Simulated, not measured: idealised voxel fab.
This is a process module. Its name is voxel fin reveal.
Section shown: cut. Width: 285 nm. Cell size: 5 nm, square.
Think of the cross-section as a grid of square cells. We describe it in bands, top to bottom, and each band covers one or more rows of those cells. Heights first: top, then bottom, in nm. Then materials, left to right, each with a width in nm. "edge to edge" on a single material: fills the band edge to edge. "air": empty space. Convention: height 0 is the level below which the wafer, as received, is all one material. The lowest band does not terminate at the bottom but continues downward, represented as "top 0, no bottom". When a width is written as two numbers, as in "30..40", the first number is the width in the top row of cells of the band and the second is the width in its bottom row, and the width changes by the same amount from each row to the next. When a step is marked "everything unchanged", none of the cells in the cross-section changed during that step. What "Trapped cavities" gives you is every empty space of 8 cells or more that is cut off from the top. Each appears as width x height at distance, with the distance taken from the left edge and width, height and distance all in nm. If you see something after the settings on a step's line, that's the simulator's own remark about that step. You can add "overlay nm" to a step's line. For a step with a mask, it describes how far the mask lay to the right of its planned position, and a negative number describes a lay to the left.
The steps planned for the process are as follows
1 RECEIVE, material Si
2 CONFORMAL_DEP, material SiN, thk nm 5
3 MASKED_ETCH, tone cover, mask id FINS, width nm 15, pitch nm 45, etch materials SiN, depth nm 5, overlay nm 0
4 MASKED_ETCH, tone cover, mask id FINS, width nm 15, pitch nm 45, etch materials Si, depth nm 40, overlay nm 0
5 FILL_DEP, material SiO2, thk nm 5
6 CMP, height nm 5
7 SELECTIVE_ETCH, etch materials SiO2, depth nm 30
8 STRIP, etch materials SiN
The first of two wafers, run as planned
Wafer as received: cross-section following step 1
  top 0, no bottom: Si edge to edge
  Trapped cavities: none
How the wafer stands in section after step 2
  top 5, bottom 0: SiN edge to edge
  No changes below 0.
How the wafer stands in section after step 3
  top 5, bottom 0: air: 110  SiN: 15  air: 30  SiN: 15  air: 115
  No changes below 0.
How the wafer stands in section after step 4
  top 5, bottom 0: air: 110  SiN: 15  air: 30  SiN: 15  air: 115
  top 0, bottom -40: air: 110  Si: 15  air: 30  Si: 15  air: 115
  No changes below -40.
How the wafer stands in section after step 5
  top 10, bottom 5: SiO2 edge to edge
  top 5, bottom 0: SiO2: 110  SiN: 15  SiO2: 30  SiN: 15  SiO2: 115
  top 0, bottom -40: SiO2: 110  Si: 15  SiO2: 30  Si: 15  SiO2: 115
  No changes below -40.
How the wafer stands in section after step 6
  top 5, bottom 0: SiO2: 110  SiN: 15  SiO2: 30  SiN: 15  SiO2: 115
  No changes below 0.
How the wafer stands in section after step 7
  top 5, bottom 0: air: 110  SiN: 15  air: 30  SiN: 15  air: 115
  top 0, bottom -25: air: 110  Si: 15  air: 30  Si: 15  air: 115
  No changes below -25.
How the wafer stands in section after step 8
  top 0, bottom -25: air: 110  Si: 15  air: 30  Si: 15  air: 115
  No changes below -25.
Second wafer - shared start and plan with the first - one error in running - same as the first up to step 7 inclusive
Second wafer, cross-section, planned end of step 8
  top 5, bottom 0: air: 110  SiN: 15  air: 30  SiN: 15  air: 115
  top 0, bottom -40: air: 110  Si: 15  air: 30  Si: 15  air: 115
  No changes below -40.
The plan and the run diverged here: step 8: run off-plan, actual operation and settings STRIP, etch materials SiO2
Final tally in cells, some materials are higher or lower on the second wafer than on the first: 6 more of SiN, 153 fewer of SiO2
